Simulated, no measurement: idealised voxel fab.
The following process module bears the name voxel gate over fins.
The cross-section shown here is cut; it is 280 nm wide and divided into square cells measuring 5 nm on a side.
A cross-section is written here as square cells arranged in a grid, and it is given in bands from the top down, each band taking up one or more rows of cells. Band: top and bottom heights (nm) first, top before bottom; then materials from left to right, widths in nm. "throughout" marks a sole material filling the band edge to edge. "air" denotes empty space. Convention: height 0 is the level below which the wafer, as received, is all one material. The lowest band does not terminate at the bottom but continues downward, represented as "z 0 and below". The width entry "30..40" should be interpreted row by row: the top row of cells in the band takes the first number, the bottom row takes the second number, and the change between adjacent rows is uniform throughout. Basically "nothing different" means that step didn't change any cell in the cross-section. "Sealed void listing": sealed empty spaces, 8 cells or more, no open way to top, listed width x height at distance, with distance from the left edge and width, height and distance in nm. Heads up: the bit after the settings on a step's line is the simulator's remark on that step. You can add "overlay nm" to a step's line. For a step with a mask, it describes how far the mask lay to the right of its planned position, and a negative number describes a lay to the left.

### The following list gives the planned process steps
step 1: RECEIVE | material Si
step 2: CONFORMAL_DEP | material SiN | thk nm 5
step 3: PATTERN | tone cover | mask id FINS | material resist | width nm 15 | pitch nm 45 | thk nm 20 | overlay nm 0
step 4: DIRECTIONAL_ETCH | etch materials SiN | depth nm 5
step 5: DIRECTIONAL_ETCH | etch materials Si | depth nm 30
step 6: STRIP | etch materials resist
step 7: FILL_DEP | material SiO2 | thk nm 5
step 8: CMP | height nm 5
step 9: SELECTIVE_ETCH | etch materials SiO2 | depth nm 15
step 10: STRIP | etch materials SiN
step 11: CONFORMAL_DEP | material HfO2 | thk nm 5
step 12: CONFORMAL_DEP | material TiN | thk nm 5
step 13: FILL_DEP | material W | thk nm 10
step 14: CMP | height nm 15
step 15: CONFORMAL_DEP | material SiCN | thk nm 5

### Shown in cross-section is the wafer as received, that is, as it stands after step 1
- z 0 and below  Si throughout
- Sealed void listing: none

### The module was run from the start shown above using the plan shown above, but one mistake was made doing it; the resulting wafer cross-section is below
- z 30 to 15  SiCN throughout
- z 15 to 10  W throughout
- z 10 to 5  W 100 / TiN 35 / W 10 / TiN 35 / W 100
- z 5 to 0  W 100 / TiN 5 / HfO2 25 / TiN 5 / W 10 / TiN 5 / HfO2 25 / TiN 5 / W 100
- z 0 to -5  TiN 105 / HfO2 5 / Si 15 / HfO2 5 / TiN 20 / HfO2 5 / Si 15 / HfO2 5 / TiN 105
- z -5 to -10  HfO2 110 / Si 15 / HfO2 30 / Si 15 / HfO2 110
- z -10 to -30  SiO2 110 / Si 15 / SiO2 30 / Si 15 / SiO2 110
- z -30 and below  Si throughout
- Sealed void listing: none
what went wrong: step 15 ran as: CONFORMAL_DEP | material SiCN | thk nm 15
